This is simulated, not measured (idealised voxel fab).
Name of the process module below: voxel capacitor over wiring
It is cross-section cut that appears here, measuring 185 nm in width, its square cells being 5 nm in size.
Throughout this document, each cross-section is represented as a grid of square cells and is presented as a sequence of bands enumerated from the top downward, where a band comprises one or more rows of cells.
Band: top and bottom heights (nm) first, top before bottom; then materials from left to right, widths in nm. "everywhere" marks a sole material filling the band edge to edge. "empty" denotes empty space.
Measure heights from 0. That's the level where, below it, the as-received wafer is all one material. The lowest band is bottomless and extends downward; write it as in "top 0, no bottom".
Width: "30..40" (first number = top row, second number = bottom row, same change from row to row of cells).
"left unchanged" (step): cross-section cells unchanged, all of them.
"Enclosed void listing" contains a list of empty spaces, each no smaller than 8 cells and without an open way to the top, written in the form width x height at distance with the distance from the left edge and all three in nm.
The remark found on a step's line after its settings is issued by the simulator itself and pertains to that step.
What "overlay nm" on a step's line means: if the step has a mask, that mask lay this far to the right of its planned place, or, when the value is negative, to the left.
### The planned process steps are enumerated hereunder
step 1: RECEIVE | material Si
step 2: CONFORMAL_DEP | material SiO2 | thk nm 15
step 3: DIRECTIONAL_DEP | material TiN | thk nm 5
step 4: DIRECTIONAL_DEP | material Ru | thk nm 15
step 5: MASKED_ETCH | tone cover | mask id METAL_1 | width nm 30 | pitch nm 100 | etch materials Ru | depth nm 15 | overlay nm 0
step 6: MASKED_ETCH | tone cover | mask id METAL_1 | width nm 30 | pitch nm 100 | etch materials TiN | depth nm 5 | overlay nm 0
step 7: FILL_DEP | material SiO2 | thk nm 5
step 8: CMP | height nm 35
step 9: CONFORMAL_DEP | material SiCN | thk nm 5
step 10: DIRECTIONAL_DEP | material lowk | thk nm 15
step 11: DIRECTIONAL_DEP | material aC | thk nm 15
step 12: PATTERN | tone open | mask id PLUG_1 | material resist | width nm 15 | thk nm 35 | overlay nm 0
step 13: DIRECTIONAL_ETCH | etch materials aC | depth nm 15
step 14: STRIP | etch materials resist
step 15: DIRECTIONAL_ETCH | etch materials lowk | depth nm 15
step 16: DIRECTIONAL_ETCH | etch materials SiCN | depth nm 5
step 17: STRIP | etch materials aC
step 18: CONFORMAL_DEP | material TiN | thk nm 5
step 19: FILL_DEP | material Cu | thk nm 5
step 20: CMP | height nm 55
step 21: DIRECTIONAL_DEP | material TiN | thk nm 10
step 22: DIRECTIONAL_DEP | material HfO2 | thk nm 5
step 23: DIRECTIONAL_DEP | material TiN | thk nm 5
step 24: DIRECTIONAL_DEP | material aC | thk nm 10
step 25: PATTERN | tone cover | mask id UPPER_PLATE | material resist | width nm 75 | thk nm 30 | overlay nm 0
step 26: DIRECTIONAL_ETCH | etch materials aC | depth nm 10
step 27: STRIP | etch materials resist
step 28: DIRECTIONAL_ETCH | etch materials TiN | depth nm 5
step 29: DIRECTIONAL_ETCH | etch materials HfO2 | depth nm 5
step 30: STRIP | etch materials aC
step 31: DIRECTIONAL_DEP | material aC | thk nm 15
step 32: PATTERN | tone cover | mask id LOWER_PLATE | material resist | width nm 85 | thk nm 30 | overlay nm 0
step 33: DIRECTIONAL_ETCH | etch materials aC | depth nm 15
step 34: STRIP | etch materials resist
step 35: DIRECTIONAL_ETCH | etch materials TiN | depth nm 10
step 36: STRIP | etch materials aC
step 37: FILL_DEP | material SiO2 | thk nm 20
step 38: CMP | height nm 90
step 39: MASKED_ETCH | tone open | mask id PLUG_2 | width nm 15 | etch materials SiO2 | depth nm 15 | overlay nm 0
step 40: CONFORMAL_DEP | material TiN | thk nm 5
step 41: FILL_DEP | material Ru | thk nm 5
step 42: CMP | height nm 90
step 43: CONFORMAL_DEP | material SiCN | thk nm 5
### Cross-sectional view of the wafer in its as-received condition, corresponding to the state after step 1
* top 0, no bottom = Si everywhere
* Enclosed void listing: none
### Here's the wafer cut in cross-section after the module, started and planned just like above, except one thing was done wrong in the run
* top 95, bottom 90 = SiCN everywhere
* top 90, bottom 80 = SiO2 50 nm | TiN 5 nm | Ru 5 nm | TiN 5 nm | SiO2 120 nm
* top 80, bottom 70 = SiO2 50..40 nm | TiN 15..75 nm | SiO2 120..70 nm
* top 70, bottom 65 = SiO2 40 nm | HfO2 75 nm | SiO2 70 nm
* top 65, bottom 55 = SiO2 35 nm | TiN 85 nm | SiO2 65 nm
* top 55, bottom 40 = Cu 35 nm | TiN 5 nm | lowk 15 nm | TiN 5 nm | Cu 125 nm
* top 40, bottom 35 = TiN 40 nm | SiCN 15 nm | TiN 130 nm
* top 35, bottom 20 = SiO2 25 nm | Ru 30 nm | SiO2 70 nm | Ru 30 nm | SiO2 30 nm
* top 20, bottom 15 = SiO2 25 nm | TiN 30 nm | SiO2 70 nm | TiN 30 nm | SiO2 30 nm
* top 15, bottom 0 = SiO2 everywhere
* top 0, no bottom = Si everywhere
* Enclosed void listing: none
Want to know what went wrong? step 12 off recipe, ran as PATTERN | tone cover | mask id PLUG_1 | material resist | width nm 15 | thk nm 35 | overlay nm 0
